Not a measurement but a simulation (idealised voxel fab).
Documented hereafter: the process module known as voxel self aligned contacts.
Square cell edge 5 nm, section width 225 nm, ID cut.
Cross-section, as written here: a square-cell grid given band by band from the top down, where a band holds one or more rows of cells. Top height, bottom height, nm. Materials left to right, width each, nm. Single material + "all across" = fills band edge to edge. "empty" = empty. Beneath 0, the wafer as received is one material, and that level is where height counting begins. The lowest band goes on downward without a bottom; it is written like "0 nm and below". Think of "30..40" as a width that walks from the first number to the second as you go down the band, top row to bottom row, taking equal-sized steps from row to row. Basically "nothing different" means that step didn't change any cell in the cross-section. Voids not open to the top, 8 cells minimum: see "Listed closed voids". Written width x height at distance; distance is from the left edge; nm. If you see something after the settings on a step's line, that's the simulator's own remark about that step. On any step carrying a mask, the "overlay nm" setting, if present on the step's line, tells how far right of its planned place the mask lay; negative values point to the left.

**Planned step list for the process**
1 op RECEIVE | material Si
2 op CONFORMAL_DEP | material SiO2 | thk nm 5
3 op DIRECTIONAL_DEP | material polySi | thk nm 25
4 op DIRECTIONAL_DEP | material SiN | thk nm 20
5 op MASKED_ETCH | tone cover | mask id GATE | width nm 30 | pitch nm 70 | etch materials SiN | depth nm 20 | overlay nm 0
6 op MASKED_ETCH | tone cover | mask id GATE | width nm 30 | pitch nm 70 | etch materials polySi | depth nm 25 | overlay nm 0
7 op CONFORMAL_DEP | material SiN | thk nm 10
8 op DIRECTIONAL_ETCH | etch materials SiN | depth nm 10
9 op FILL_DEP | material SiO2 | thk nm 10
10 op CMP | height nm 55
11 op PATTERN | tone open | mask id CONTACT | material resist | width nm 50 | thk nm 20 | overlay nm 0
12 op DIRECTIONAL_ETCH | etch materials SiO2 | depth nm 55
13 op STRIP | etch materials resist
14 op CONFORMAL_DEP | material TiN | thk nm 5
15 op FILL_DEP | material Ru | thk nm 10
16 op CMP | height nm 55
17 op CONFORMAL_DEP | material SiCN | thk nm 5

**Received-state cross-section, reflecting completion of step 1**
	0 nm and below: Si all across
	Listed closed voids: none

**first wafer at the end, as planned**
	60 nm to 55 nm: SiCN all across
	55 nm to 50 nm: SiO2 85 | TiN 20 | Ru 10 | TiN 20 | SiO2 90
	50 nm to 30 nm: SiO2 50 | SiN 50 | TiN 5 | Ru 10 | TiN 5 | SiN 50 | SiO2 55
	30 nm to 5 nm: SiO2 50 | SiN 10 | polySi 30 | SiN 10 | TiN 5 | Ru 10 | TiN 5 | SiN 10 | polySi 30 | SiN 10 | SiO2 55
	5 nm to 0 nm: SiO2 100 | TiN 20 | SiO2 105
	0 nm and below: Si all across
	Listed closed voids: none

**second wafer at the end: like start, like plan, one mistake**
	60 nm to 55 nm: SiCN all across
	55 nm to 50 nm: SiO2 85 | TiN 50 | SiO2 90
	50 nm to 30 nm: SiN 70 | SiO2 10 | SiN 60 | SiO2 10 | SiN 75
	30 nm to 5 nm: polySi all across
	5 nm to 0 nm: SiO2 all across
	0 nm and below: Si all across
	Listed closed voids: none
So what did we get wrong on this run? step 5 was processed under conditions differing from the plan, specifically as op MASKED_ETCH | tone open | mask id GATE | width nm 30 | pitch nm 70 | etch materials SiN | depth nm 20 | overlay nm 0
Cell-count delta at end, second wafer over first, by material: Ru: 20 fewer; SiN: 44 more; SiO2: 169 fewer; TiN: 20 fewer; polySi: 165 more
